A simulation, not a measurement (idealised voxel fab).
process module | voxel capacitor over wiring
cross-section cut | 255 nm wide | cells 5 nm
A cross-section is a grid of square cells, given in bands from the top down. A band is one or more rows of cells.
Each band's line starts with the height of the band's top and of its bottom, in nm. Then come its materials from left to right, each with its width in nm. One material with "throughout" fills the band from edge to edge. "air" is empty space.
Height 0 is the level under which the wafer as received is all one material. The lowest band goes on downwards, as in "0 down".
A width such as "30 to 40" changes by the same amount from each row of cells to the next, from the band's top row to its bottom row.
"no change" after a step means that no cell of the cross-section changed.
closed voids: empty space of 8 cells or more with no open way to the top, each as width x height at its distance from the left edge, in nm
after a step's settings: what the simulator itself notes on the step
overlay nm, on a step with a mask: how far to the right of its planned place the mask lay; to the left if negative
plan
1 op RECEIVE | material Si
2 op CONFORMAL_DEP | material SiO2 | thk nm 15
3 op CONFORMAL_DEP | material SiCN | thk nm 5
4 op DIRECTIONAL_DEP | material lowk | thk nm 15
5 op PATTERN | tone open | mask id METAL_1 | material resist | width nm 25 | pitch nm 90 | thk nm 15 | overlay nm 0
6 op DIRECTIONAL_ETCH | etch materials lowk | depth nm 15
7 op DIRECTIONAL_ETCH | etch materials SiCN | depth nm 5
8 op STRIP | etch materials resist
9 op CONFORMAL_DEP | material TiN | thk nm 5
10 op FILL_DEP | material Cu | thk nm 5
11 op CMP | height nm 35
12 op EPI | material Ru | thk nm 5
13 op FILL_DEP | material SiCN | thk nm 5
14 op DIRECTIONAL_DEP | material lowk | thk nm 15
15 op DIRECTIONAL_DEP | material aC | thk nm 10
16 op PATTERN | tone open | mask id PLUG_1 | material resist | width nm 15 | thk nm 25 | overlay nm 0
17 op DIRECTIONAL_ETCH | etch materials aC | depth nm 10
18 op STRIP | etch materials resist
19 op DIRECTIONAL_ETCH | etch materials lowk | depth nm 15
20 op DIRECTIONAL_ETCH | etch materials SiCN | depth nm 5
21 op STRIP | etch materials aC
22 op EPI | material Ru | thk nm 10
23 op EPI | material Ru | thk nm 10
24 op DIRECTIONAL_DEP | material TiN | thk nm 5
25 op DIRECTIONAL_DEP | material SiN | thk nm 5
26 op DIRECTIONAL_DEP | material TiN | thk nm 10
27 op MASKED_ETCH | tone cover | mask id UPPER_PLATE | width nm 70 | etch materials TiN | depth nm 10 | overlay nm 0
28 op MASKED_ETCH | tone cover | mask id UPPER_PLATE | width nm 70 | etch materials SiN | depth nm 5 | overlay nm 0
29 op PATTERN | tone cover | mask id LOWER_PLATE | material resist | width nm 80 | thk nm 15 | overlay nm 0
30 op DIRECTIONAL_ETCH | etch materials TiN | depth nm 5
31 op STRIP | etch materials resist
32 op FILL_DEP | material SiO2 | thk nm 15
33 op CMP | height nm 90
34 op PATTERN | tone open | mask id PLUG_2 | material resist | width nm 15 | thk nm 15 | overlay nm 0
35 op DIRECTIONAL_ETCH | etch materials SiO2 | depth nm 10
36 op STRIP | etch materials resist
37 op CONFORMAL_DEP | material TiN | thk nm 5
38 op FILL_DEP | material W | thk nm 5
39 op CMP | height nm 90
40 op CONFORMAL_DEP | material SiN | thk nm 5
as received, after step 1
  0 down: Si throughout
  closed voids: none
a wafer at the end: this start, this plan, one mistake
  95 to 90: SiN throughout
  90 to 85: SiO2 90 | TiN 5 | W 5 | TiN 5 | SiO2 150
  85 to 80: SiO2 90 | TiN 15 | SiO2 150
  80 to 70: SiO2 80 | TiN 40 | SiO2 15 | TiN 15 | SiO2 105
  70 to 65: SiO2 80 | SiN 40 | SiO2 15 | SiN 15 | SiO2 105
  65 to 60: SiO2 75 | TiN 45 | SiO2 15 | TiN 20 | SiO2 100
  60 to 50: SiO2 45 | Ru 35 | lowk 15 | Ru 25 | TiN 15 | Ru 75 | SiO2 45
  50 to 45: SiO2 45 | Ru 35 | lowk 15 | Ru 25 | SiN 15 | Ru 75 | SiO2 45
  45 to 40: SiO2 45 | Ru 35 | SiCN 15 | Ru 25 | TiN 15 | Ru 75 | SiO2 45
  40 to 35: SiCN 65 | Ru 35 | SiCN 55 | Ru 35 | SiCN 65
  35 to 20: lowk 70 | TiN 5 | Cu 15 | TiN 5 | lowk 65 | TiN 5 | Cu 15 | TiN 5 | lowk 70
  20 to 15: SiCN 70 | TiN 25 | SiCN 65 | TiN 25 | SiCN 70
  15 to 0: SiO2 throughout
  0 down: Si throughout
  closed voids: none
what went wrong: step 16 ran as: op PATTERN | tone cover | mask id PLUG_1 | material resist | width nm 15 | thk nm 25 | overlay nm 0
